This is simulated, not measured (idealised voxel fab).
A process module follows: voxel spacer lines.
Xsec cut, 300 nm wide, square cell size 5 nm.
Heads up, the way a cross-section reads in here is a grid of square cells, handed over as bands from the top down, with every band being one or more rows of cells.
Band: top and bottom heights (nm) first, top before bottom; then materials from left to right, widths in nm. "throughout" marks a sole material filling the band edge to edge. "blank" denotes empty space.
For the purposes of this specification, 0 denotes the height below which the wafer in its as-received condition is composed wholly of one material, and the lowermost band, lacking a lower limit, extends downward without end, as expressed in "from 0 down".
Width "30 to 40": first value at the band's top row of cells, second value at its bottom row, equal change from row to row.
"no alterations made" after a step means that no cell of the cross-section changed.
This entry, "Fully enclosed voids", enumerates those empty regions of no fewer than 8 cells that possess no open connection to the top. Each region is reported in the form width x height at distance, the distance being taken from the left edge, with all three quantities expressed in nm.
Past the settings on a step's line: simulator remark, on that step.
What "overlay nm" on a step's line means: if the step has a mask, that mask lay this far to the right of its planned place, or, when the value is negative, to the left.
plan:
| 1 | RECEIVE | material Si |
| 2 | CONFORMAL_DEP | material Al2O3 | thk nm 5 |
| 3 | DIRECTIONAL_DEP | material polySi | thk nm 10 |
| 4 | DIRECTIONAL_DEP | material aC | thk nm 25 |
| 5 | PATTERN | tone cover | mask id MANDREL | material resist | width nm 15 | pitch nm 60 | thk nm 30 | overlay nm -15 |
| 6 | DIRECTIONAL_ETCH | etch materials aC | depth nm 25 |
| 7 | STRIP | etch materials resist |
| 8 | CONFORMAL_DEP | material SiN | thk nm 15 |
| 9 | DIRECTIONAL_ETCH | etch materials SiN | depth nm 15 |
| 10 | STRIP | etch materials aC |
| 11 | DIRECTIONAL_ETCH | etch materials polySi | depth nm 10 |
| 12 | STRIP | etch materials SiN |
| 13 | FILL_DEP | material lowk | thk nm 10 |
| 14 | CMP | height nm 15 |
Variable across wafers: step 5 overlay nm (plan value is that of the first wafer; starting state common to all).
First of several wafers (as received, post step 1), cross-sectional view:
* from 0 down = Si throughout
* Fully enclosed voids: none
Rows = wafers. At module end, each row lists per material the cells gained (+) or lost (-) since the wafer was received, then the closed voids:
overlay nm -15 | +60 Al2O3 | +96 lowk | +24 polySi | Fully enclosed voids: none
overlay nm -10 | +60 Al2O3 | +96 lowk | +24 polySi | Fully enclosed voids: none
overlay nm -5 | +60 Al2O3 | +96 lowk | +24 polySi | Fully enclosed voids: none
overlay nm 0 | +60 Al2O3 | +96 lowk | +24 polySi | Fully enclosed voids: none
overlay nm 5 | +60 Al2O3 | +96 lowk | +24 polySi | Fully enclosed voids: none
overlay nm 10 | +60 Al2O3 | +96 lowk | +24 polySi | Fully enclosed voids: none
overlay nm 15 | +60 Al2O3 | +96 lowk | +24 polySi | Fully enclosed voids: none
